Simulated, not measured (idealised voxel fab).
The process module that follows is named voxel self aligned vias.
Section shown: cut. Width: 185 nm. Cell size: 5 nm, square.
Cross-section layout: square cells on a grid; listed as bands, top to bottom; a band spans one or more cell rows.
It is stipulated that each band's entry specify, in nanometres, the height of the top of the band and then that of its bottom, followed by the materials of the band in left-to-right sequence, each together with its width in nanometres. A single material marked by the word "all across" is understood to fill the band from edge to edge; the word "blank" is understood to denote empty space.
It should be noted that heights are counted from 0, beneath which the wafer as supplied is of one material throughout, and that the lowest band possesses no lower boundary but continues downward, as written in "from 0 down".
Quick explanation for "30 to 40": the width changes in equal steps down the rows of cells, from the first number in the band's top row to the second number in its bottom row.
"no modifications" (step): cross-section cells unchanged, all of them.
Each empty space that has no open way to the top and spans at least 8 cells appears under "Closed voids list" as width x height at distance, the distance counted from the left edge, all in nm.
That trailing text on a step's line, after the settings, is the simulator's own remark on the step.
"overlay nm" answers the question of how far to the right of plan the mask lay on a step that has a mask, and when it is negative the answer is to the left.
### Planned process steps
| 1 | RECEIVE,material Si |
| 2 | CONFORMAL_DEP,material SiO2,thk nm 10 |
| 3 | CONFORMAL_DEP,material SiCN,thk nm 5 |
| 4 | DIRECTIONAL_DEP,material SiO2,thk nm 25 |
| 5 | PATTERN,tone open,mask id LINES,material resist,width nm 25,pitch nm 55,thk nm 20,overlay nm 0 |
| 6 | DIRECTIONAL_ETCH,etch materials SiO2,depth nm 25 |
| 7 | STRIP,etch materials resist |
| 8 | CONFORMAL_DEP,material TiN,thk nm 5 |
| 9 | FILL_DEP,material Ru,thk nm 5 |
| 10 | CMP,height nm 40 |
| 11 | SELECTIVE_ETCH,etch materials W Ru TiN,depth nm 5 |
| 12 | FILL_DEP,material SiN,thk nm 5 |
| 13 | CMP,height nm 40 |
| 14 | DIRECTIONAL_DEP,material SiO2,thk nm 15 |
| 15 | DIRECTIONAL_DEP,material aC,thk nm 10 |
| 16 | PATTERN,tone open,mask id VIAS,material resist,width nm 35,thk nm 30,overlay nm -15 |
| 17 | DIRECTIONAL_ETCH,etch materials aC,depth nm 10 |
| 18 | STRIP,etch materials resist |
| 19 | DIRECTIONAL_ETCH,etch materials SiO2,depth nm 15 |
| 20 | DIRECTIONAL_ETCH,etch materials SiN,depth nm 5 |
| 21 | STRIP,etch materials aC |
| 22 | CONFORMAL_DEP,material TiN,thk nm 5 |
| 23 | FILL_DEP,material Cu,thk nm 5 |
| 24 | CMP,height nm 55 |
| 25 | CONFORMAL_DEP,material SiN,thk nm 5 |
The wafers are alike at the start. At step 16, their overlay nm differs. The plan lists the first wafer's value.
### After step 1, as received: first of several wafers, cross-section
	from 0 down | Si all across
	Closed voids list: none
### Gained (+) or lost (-) cells of each material since receipt, then closed voids: one row per wafer, at the end of the module
overlay nm -15 | +11 Cu | +18 Ru | +37 SiCN | +44 SiN | +299 SiO2 | +35 TiN | Closed voids list: none
overlay nm -10 | +12 Cu | +18 Ru | +37 SiCN | +43 SiN | +299 SiO2 | +35 TiN | Closed voids list: none
overlay nm -5 | +13 Cu | +18 Ru | +37 SiCN | +42 SiN | +299 SiO2 | +35 TiN | Closed voids list: none
overlay nm 0 | +13 Cu | +18 Ru | +37 SiCN | +42 SiN | +299 SiO2 | +35 TiN | Closed voids list: none
overlay nm 5 | +13 Cu | +18 Ru | +37 SiCN | +42 SiN | +299 SiO2 | +35 TiN | Closed voids list: none
overlay nm 10 | +12 Cu | +18 Ru | +37 SiCN | +43 SiN | +299 SiO2 | +35 TiN | Closed voids list: none
overlay nm 15 | +11 Cu | +18 Ru | +37 SiCN | +44 SiN | +299 SiO2 | +35 TiN | Closed voids list: none
